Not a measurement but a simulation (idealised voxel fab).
Title: Process Module voxel self aligned contacts
Square cells of 5 nm make up the cross-section cut, whose width is 230 nm.
In what follows, cross-sections appear as grids of square cells, described through bands that run from the top down, where every band is one or more rows of cells.
The entry gives the band's vertical extent as a top height and a bottom height in nm, then its horizontal make-up as materials from left to right, each with a width in nm. "blank" stands for empty space; a single material marked "full width" fills the band edge to edge.
Height is counted from the level 0, under which the received wafer is composed throughout of one material. The lowest of the bands is not closed at the bottom but continues downward, in the notation "top 0, no bottom".
The two numbers in a width such as "30->40" mark its ends across the band: the first belongs to the top row of cells, the second to the bottom row, and from each row to the next the width moves by the same amount.
The cross-section has no changed cell in any step marked "no modifications".
Any empty space of 8 cells or more lacking an open way to the top shows up in "Closed void listing" as width x height at distance, distance from the left edge, in nm.
On a step's line, text after the settings is the simulator commenting on that step.
You can add "overlay nm" to a step's line. For a step with a mask, it describes how far the mask lay to the right of its planned position, and a negative number describes a lay to the left.

THE FOLLOWING LIST GIVES THE PLANNED PROCESS STEPS
1 RECEIVE, material Si
2 OXIDIZE, depth nm 5
3 DIRECTIONAL_DEP, material polySi, thk nm 30
4 DIRECTIONAL_DEP, material SiN, thk nm 25
5 MASKED_ETCH, tone cover, mask id GATE, width nm 35, pitch nm 80, etch materials SiN, depth nm 25, overlay nm 0
6 MASKED_ETCH, tone cover, mask id GATE, width nm 35, pitch nm 80, etch materials polySi, depth nm 30, overlay nm 0
7 CONFORMAL_DEP, material SiN, thk nm 10
8 DIRECTIONAL_ETCH, etch materials SiN, depth nm 10
9 FILL_DEP, material SiO2, thk nm 15
10 CMP, height nm 65
11 PATTERN, tone open, mask id CONTACT, material resist, width nm 65, pitch nm 80, thk nm 15, overlay nm 0
12 DIRECTIONAL_ETCH, etch materials SiO2, depth nm 70
13 STRIP, etch materials resist
14 CONFORMAL_DEP, material TiN, thk nm 5
15 FILL_DEP, material Ru, thk nm 5
16 CMP, height nm 65
17 CONFORMAL_DEP, material SiCN, thk nm 5

SO THIS IS THE INCOMING WAFER IN CROSS-SECTION - IT'S ALREADY BEEN THROUGH STEP 1
    top 0, no bottom: Si full width
    Closed void listing: none

WAFER AT MODULE END, IN SECTION. BEGAN AS ABOVE, PLANNED AS ABOVE, RUN WITH ONE MISTAKE
    top 70, bottom 65: SiCN full width
    top 65, bottom 55: SiO2 40 / TiN 5->25 / Ru 55->20 / TiN 5->20 / SiO2 15 / TiN 5->25 / Ru 55->20 / TiN 5->20 / SiO2 45
    top 55, bottom 35: SiO2 10 / SiN 50 / TiN 5 / Ru 20 / TiN 5 / SiN 50 / TiN 5 / Ru 20 / TiN 5 / SiN 50 / SiO2 10
    top 35, bottom 30: SiO2 10 / SiN 50 / TiN 5 / Ru 15 / TiN 10 / SiN 50 / TiN 5 / Ru 15 / TiN 10 / SiN 50 / SiO2 10
    top 30, bottom 0: SiO2 5 / SiN 10 / polySi 35 / SiN 10 / TiN 5 / Ru 15 / TiN 5 / SiN 10 / polySi 35 / SiN 10 / TiN 5 / Ru 15 / TiN 5 / SiN 10 / polySi 35 / SiN 10 / SiO2 10
    top 0, bottom -5: SiO2 60 / TiN 25 / SiO2 55 / TiN 25 / SiO2 65
    top -5, no bottom: Si full width
    Closed void listing: none
Plan not followed: step 5 was run on a setting that differed from the plan, and what really ran there is MASKED_ETCH, tone cover, mask id GATE, width nm 30, pitch nm 80, etch materials SiN, depth nm 25, overlay nm 0
